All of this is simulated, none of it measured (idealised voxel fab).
Process module, titled voxel gate over fins
Square cells of 5 nm make up the cross-section cut, whose width is 265 nm.
The cross-sections in this document take the form of a grid made of square cells. They are written out as bands, in order from top to bottom. Each band consists of one or more rows of cells. Band: top height; bottom height; in nm. Then, left to right: material with width in nm, for each material. "all across": a single material spanning edge to edge. "air": empty space. Height reference: 0 = level under which incoming wafer is all one material. Lowest band: no bottom, runs on downward, e.g. "0 nm and below". A two-number width, for instance "30..40", indicates that the width is equal to the first number in the top row of the band and to the second number in the bottom row, and that it changes by a constant amount per row of cells. Step marked "no change"? Then no cell in the cross-section changed in it. Any empty space of 8 cells or more lacking an open way to the top shows up in "Closed internal voids" as width x height at distance, distance from the left edge, in nm. Formally, on a step line, whatever follows the settings is a remark that the simulator itself makes on the step. overlay nm: step with mask; distance mask lay right of planned place; negative value = left of planned place.
The process steps that were planned are listed below:
1,RECEIVE [material Si]
2,CONFORMAL_DEP [material SiN] [thk nm 5]
3,MASKED_ETCH [tone cover] [mask id FINS] [width nm 15] [pitch nm 50] [etch materials SiN] [depth nm 5] [overlay nm 0]
4,MASKED_ETCH [tone cover] [mask id FINS] [width nm 15] [pitch nm 50] [etch materials Si] [depth nm 35] [overlay nm 0]
5,FILL_DEP [material SiO2] [thk nm 5]
6,CMP [height nm 5]
7,DIRECTIONAL_DEP [material aC] [thk nm 15]
8,PATTERN [tone open] [mask id RAIL] [material resist] [width nm 15] [thk nm 35] [overlay nm 0]
9,DIRECTIONAL_ETCH [etch materials aC] [depth nm 15]
10,STRIP [etch materials resist]
11,DIRECTIONAL_ETCH [etch materials SiO2] [depth nm 35]
12,STRIP [etch materials aC]
13,CONFORMAL_DEP [material TiN] [thk nm 5]
14,FILL_DEP [material W] [thk nm 5]
15,CMP [height nm 5]
16,SELECTIVE_ETCH [etch materials W Ru TiN] [depth nm 30]
17,FILL_DEP [material SiO2] [thk nm 5]
18,CMP [height nm 5]
19,SELECTIVE_ETCH [etch materials SiO2] [depth nm 20]
20,STRIP [etch materials SiN]
21,CONFORMAL_DEP [material HfO2] [thk nm 5]
22,CONFORMAL_DEP [material TiN] [thk nm 5]
23,FILL_DEP [material W] [thk nm 15]
24,CMP [height nm 20]
25,CONFORMAL_DEP [material SiN] [thk nm 10]
Shown in cross-section is the wafer as received, that is, as it stands after step 1:
0 nm and below = Si all across
Closed internal voids: none
The following cross-section depicts the wafer upon conclusion of the module. Processing commenced from the starting condition illustrated above and adhered to the plan illustrated above, save for one mistake in execution:
30 nm to 20 nm = SiN all across
20 nm to 5 nm = W all across
5 nm to 0 nm = W=70, TiN=25, W=25, TiN=25, W=25, TiN=25, W=70
0 nm to -10 nm = W=70, TiN=5, Si=15, TiN=5, W=25, TiN=5, Si=15, TiN=5, W=25, TiN=5, Si=15, TiN=5, W=70
-10 nm to -15 nm = TiN=75, Si=15, TiN=35, Si=15, TiN=35, Si=15, TiN=75
-15 nm to -25 nm = SiO2=75, Si=15, SiO2=35, Si=15, SiO2=35, Si=15, SiO2=75
-25 nm to -30 nm = SiO2=75, Si=15, SiO2=10, TiN=15, SiO2=10, Si=15, SiO2=35, Si=15, SiO2=75
-30 nm to -35 nm = SiO2=75, Si=15, SiO2=35, Si=15, SiO2=35, Si=15, SiO2=75
-35 nm and below = Si all across
Closed internal voids: none
Heads up, the wafer didn't run the way we planned it: the plan's step 21 was left out and never carried out
